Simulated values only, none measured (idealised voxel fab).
The following process module bears the name voxel wiring stack.
275 nm wide, 5 nm square cells: that's cross-section cut.
We lay out every cross-section as a grid of square cells and spell it out in bands from the top down, where one band means one or more rows of cells. The entry gives the band's vertical extent as a top height and a bottom height in nm, then its horizontal make-up as materials from left to right, each with a width in nm. "air" stands for empty space; a single material marked "edge to edge" fills the band edge to edge. Height reference: 0 = level under which incoming wafer is all one material. Lowest band: no bottom, runs on downward, e.g. "z 0 and below". Per-row width for "30 to 40": begins at first number (top row of band), ends at second number (bottom row), increment between rows held constant. It should be understood that the words "left unchanged", when stated for a given step, signify that the cross-section underwent no change in any of its cells during that step. "Closed cavity list" lists enclosed empty spaces (at least 8 cells, no open path upward to the top), each as width x height at distance from the left edge, in nm. On a step's line, text after the settings is the simulator commenting on that step. overlay nm: how far to the right of its planned place the mask lay on this masked step (negative: to the left).
[Intended process steps]
- 1: RECEIVE: material Si
- 2: CONFORMAL_DEP: material SiO2, thk nm 10
- 3: CONFORMAL_DEP: material SiN, thk nm 5
- 4: DIRECTIONAL_DEP: material lowk, thk nm 15
- 5: MASKED_ETCH: tone open, mask id METAL_1, width nm 30, pitch nm 60, etch materials lowk, depth nm 15, overlay nm 0
- 6: MASKED_ETCH: tone open, mask id METAL_1, width nm 30, pitch nm 60, etch materials SiN, depth nm 5, overlay nm 0
- 7: CONFORMAL_DEP: material TiN, thk nm 5
- 8: FILL_DEP: material W, thk nm 10
- 9: CMP: height nm 30
- 10: CONFORMAL_DEP: material SiCN, thk nm 5
- 11: DIRECTIONAL_DEP: material lowk, thk nm 10
- 12: DIRECTIONAL_DEP: material aC, thk nm 15
- 13: PATTERN: tone open, mask id PLUG_1, material resist, width nm 15, pitch nm 120, thk nm 35, overlay nm 0
- 14: DIRECTIONAL_ETCH: etch materials aC, depth nm 15
- 15: STRIP: etch materials resist
- 16: DIRECTIONAL_ETCH: etch materials lowk, depth nm 10
- 17: DIRECTIONAL_ETCH: etch materials SiCN, depth nm 5
- 18: STRIP: etch materials aC
- 19: CONFORMAL_DEP: material TiN, thk nm 5
- 20: FILL_DEP: material Ru, thk nm 5
- 21: CMP: height nm 45
- 22: DIRECTIONAL_DEP: material TiN, thk nm 5
- 23: DIRECTIONAL_DEP: material W, thk nm 15
- 24: MASKED_ETCH: tone cover, mask id METAL_2, width nm 30, pitch nm 60, etch materials W, depth nm 15, overlay nm -15
- 25: MASKED_ETCH: tone cover, mask id METAL_2, width nm 30, pitch nm 60, etch materials TiN, depth nm 5, overlay nm 0
- 26: CONFORMAL_DEP: material SiCN, thk nm 5
- 27: FILL_DEP: material SiO2, thk nm 5
- 28: CMP: height nm 65
- 29: CONFORMAL_DEP: material SiCN, thk nm 5
- 30: DIRECTIONAL_DEP: material SiO2, thk nm 25
- 31: DIRECTIONAL_DEP: material aC, thk nm 15
- 32: PATTERN: tone open, mask id METAL_3_HOLES, material resist, width nm 15, pitch nm 60, thk nm 35, overlay nm 0
- 33: DIRECTIONAL_ETCH: etch materials aC, depth nm 15
- 34: STRIP: etch materials resist
- 35: DIRECTIONAL_ETCH: etch materials SiO2, depth nm 25
- 36: STRIP: etch materials aC
- 37: DIRECTIONAL_DEP: material aC, thk nm 10
- 38: PATTERN: tone open, mask id METAL_3, material resist, width nm 30, pitch nm 60, thk nm 30, overlay nm 0
- 39: DIRECTIONAL_ETCH: etch materials aC, depth nm 10
- 40: STRIP: etch materials resist
- 41: DIRECTIONAL_ETCH: etch materials SiO2, depth nm 15
- 42: DIRECTIONAL_ETCH: etch materials SiCN, depth nm 5
- 43: STRIP: etch materials aC
- 44: CONFORMAL_DEP: material TiN, thk nm 5
- 45: FILL_DEP: material Cu, thk nm 5
- 46: CMP: height nm 95
- 47: CONFORMAL_DEP: material SiCN, thk nm 5
Among the wafers covered here, the point of difference is the overlay nm at step 24; their starting state is shared, and the plan presents the value of the first wafer.
[Step 1 complete: as-received cross-section of the first of several wafers]
	z 0 and below: Si edge to edge
	Closed cavity list: none
[Here's the first of several wafers in cross-section, end of the module, after the last step, step 47]
	z 100 to 95: SiCN edge to edge
	z 95 to 85: SiO2=30, then TiN=5, then Cu=20, then TiN=5, then SiO2=30, then TiN=5, then Cu=20, then TiN=5, then SiO2=30, then TiN=5, then Cu=20, then TiN=5, then SiO2=30, then TiN=5, then Cu=20, then TiN=5, then SiO2=35
	z 85 to 80: SiO2=30, then TiN=5, then Cu=5, then TiN=20, then SiO2=30, then TiN=5, then Cu=5, then TiN=20, then SiO2=30, then TiN=5, then Cu=5, then TiN=20, then SiO2=30, then TiN=5, then Cu=5, then TiN=20, then SiO2=35
	z 80 to 70: SiO2=30, then TiN=5, then Cu=5, then TiN=5, then SiO2=45, then TiN=5, then Cu=5, then TiN=5, then SiO2=45, then TiN=5, then Cu=5, then TiN=5, then SiO2=45, then TiN=5, then Cu=5, then TiN=5, then SiO2=50
	z 70 to 65: SiCN=30, then TiN=15, then SiCN=45, then TiN=15, then SiCN=45, then TiN=15, then SiCN=45, then TiN=15, then SiCN=50
	z 65 to 55: SiO2=10, then SiCN=5, then W=30, then SiCN=5, then SiO2=20, then SiCN=5, then W=30, then SiCN=5, then SiO2=20, then SiCN=5, then W=30, then SiCN=5, then SiO2=20, then SiCN=5, then W=30, then SiCN=5, then SiO2=45
	z 55 to 50: SiO2=10, then SiCN=5, then W=30, then SiCN=20, then SiO2=5, then SiCN=5, then W=30, then SiCN=20, then SiO2=5, then SiCN=5, then W=30, then SiCN=20, then SiO2=5, then SiCN=5, then W=30, then SiCN=20, then SiO2=30
	z 50 to 45: SiCN=15, then TiN=45, then SiCN=15, then TiN=45, then SiCN=15, then TiN=45, then SiCN=15, then TiN=45, then SiCN=35
	z 45 to 35: lowk=30, then TiN=5, then Ru=5, then TiN=5, then lowk=105, then TiN=5, then Ru=5, then TiN=5, then lowk=110
	z 35 to 30: SiCN=30, then TiN=15, then SiCN=105, then TiN=15, then SiCN=110
	z 30 to 15: lowk=30, then TiN=5, then W=20, then TiN=5, then lowk=30, then TiN=5, then W=20, then TiN=5, then lowk=30, then TiN=5, then W=20, then TiN=5, then lowk=30, then TiN=5, then W=20, then TiN=5, then lowk=35
	z 15 to 10: SiN=30, then TiN=30, then SiN=30, then TiN=30, then SiN=30, then TiN=30, then SiN=30, then TiN=30, then SiN=35
	z 10 to 0: SiO2 edge to edge
	z 0 and below: Si edge to edge
	Closed cavity list: none
[Cross-section, module end, final of several wafers]
	z 100 to 95: SiCN edge to edge
	z 95 to 85: SiO2=30, then TiN=5, then Cu=20, then TiN=5, then SiO2=30, then TiN=5, then Cu=20, then TiN=5, then SiO2=30, then TiN=5, then Cu=20, then TiN=5, then SiO2=30, then TiN=5, then Cu=20, then TiN=5, then SiO2=35
	z 85 to 80: SiO2=30, then TiN=5, then Cu=5, then TiN=20, then SiO2=30, then TiN=5, then Cu=5, then TiN=20, then SiO2=30, then TiN=5, then Cu=5, then TiN=20, then SiO2=30, then TiN=5, then Cu=5, then TiN=20, then SiO2=35
	z 80 to 70: SiO2=30, then TiN=5, then Cu=5, then TiN=5, then SiO2=45, then TiN=5, then Cu=5, then TiN=5, then SiO2=45, then TiN=5, then Cu=5, then TiN=5, then SiO2=45, then TiN=5, then Cu=5, then TiN=5, then SiO2=50
	z 70 to 65: SiCN=30, then TiN=15, then SiCN=45, then TiN=15, then SiCN=45, then TiN=15, then SiCN=45, then TiN=15, then SiCN=50
	z 65 to 55: SiO2=40, then SiCN=5, then W=30, then SiCN=5, then SiO2=20, then SiCN=5, then W=30, then SiCN=5, then SiO2=20, then SiCN=5, then W=30, then SiCN=5, then SiO2=20, then SiCN=5, then W=30, then SiCN=5, then SiO2=15
	z 55 to 50: SiO2=25, then SiCN=20, then W=30, then SiCN=5, then SiO2=5, then SiCN=20, then W=30, then SiCN=5, then SiO2=5, then SiCN=20, then W=30, then SiCN=5, then SiO2=5, then SiCN=20, then W=30, then SiCN=5, then SiO2=15
	z 50 to 45: SiCN=30, then TiN=45, then SiCN=15, then TiN=45, then SiCN=15, then TiN=45, then SiCN=15, then TiN=45, then SiCN=20
	z 45 to 35: lowk=30, then TiN=5, then Ru=5, then TiN=5, then lowk=105, then TiN=5, then Ru=5, then TiN=5, then lowk=110
	z 35 to 30: SiCN=30, then TiN=15, then SiCN=105, then TiN=15, then SiCN=110
	z 30 to 15: lowk=30, then TiN=5, then W=20, then TiN=5, then lowk=30, then TiN=5, then W=20, then TiN=5, then lowk=30, then TiN=5, then W=20, then TiN=5, then lowk=30, then TiN=5, then W=20, then TiN=5, then lowk=35
	z 15 to 10: SiN=30, then TiN=30, then SiN=30, then TiN=30, then SiN=30, then TiN=30, then SiN=30, then TiN=30, then SiN=35
	z 10 to 0: SiO2 edge to edge
	z 0 and below: Si edge to edge
	Closed cavity list: none
[Here is how to read the rows: every wafer has a row, and it shows the wafer at the end of the module, giving for each material how many cells were gained (+) or lost (-) since the wafer was received, then listing its closed voids]
overlay nm -15; +44 Cu; +4 Ru; +202 SiCN; +31 SiN; +346 SiO2; +162 TiN; +120 W; +191 lowk; Closed cavity list: none
overlay nm -10; +44 Cu; +4 Ru; +202 SiCN; +31 SiN; +350 SiO2; +158 TiN; +120 W; +191 lowk; Closed cavity list: none
overlay nm -5; +44 Cu; +4 Ru; +202 SiCN; +31 SiN; +354 SiO2; +154 TiN; +120 W; +191 lowk; Closed cavity list: none
overlay nm 0; +44 Cu; +4 Ru; +202 SiCN; +31 SiN; +358 SiO2; +150 TiN; +120 W; +191 lowk; Closed cavity list: none
overlay nm 5; +44 Cu; +4 Ru; +202 SiCN; +31 SiN; +354 SiO2; +154 TiN; +120 W; +191 lowk; Closed cavity list: none
overlay nm 10; +44 Cu; +4 Ru; +202 SiCN; +31 SiN; +350 SiO2; +158 TiN; +120 W; +191 lowk; Closed cavity list: none
overlay nm 15; +44 Cu; +4 Ru; +202 SiCN; +31 SiN; +346 SiO2; +162 TiN; +120 W; +191 lowk; Closed cavity list: none
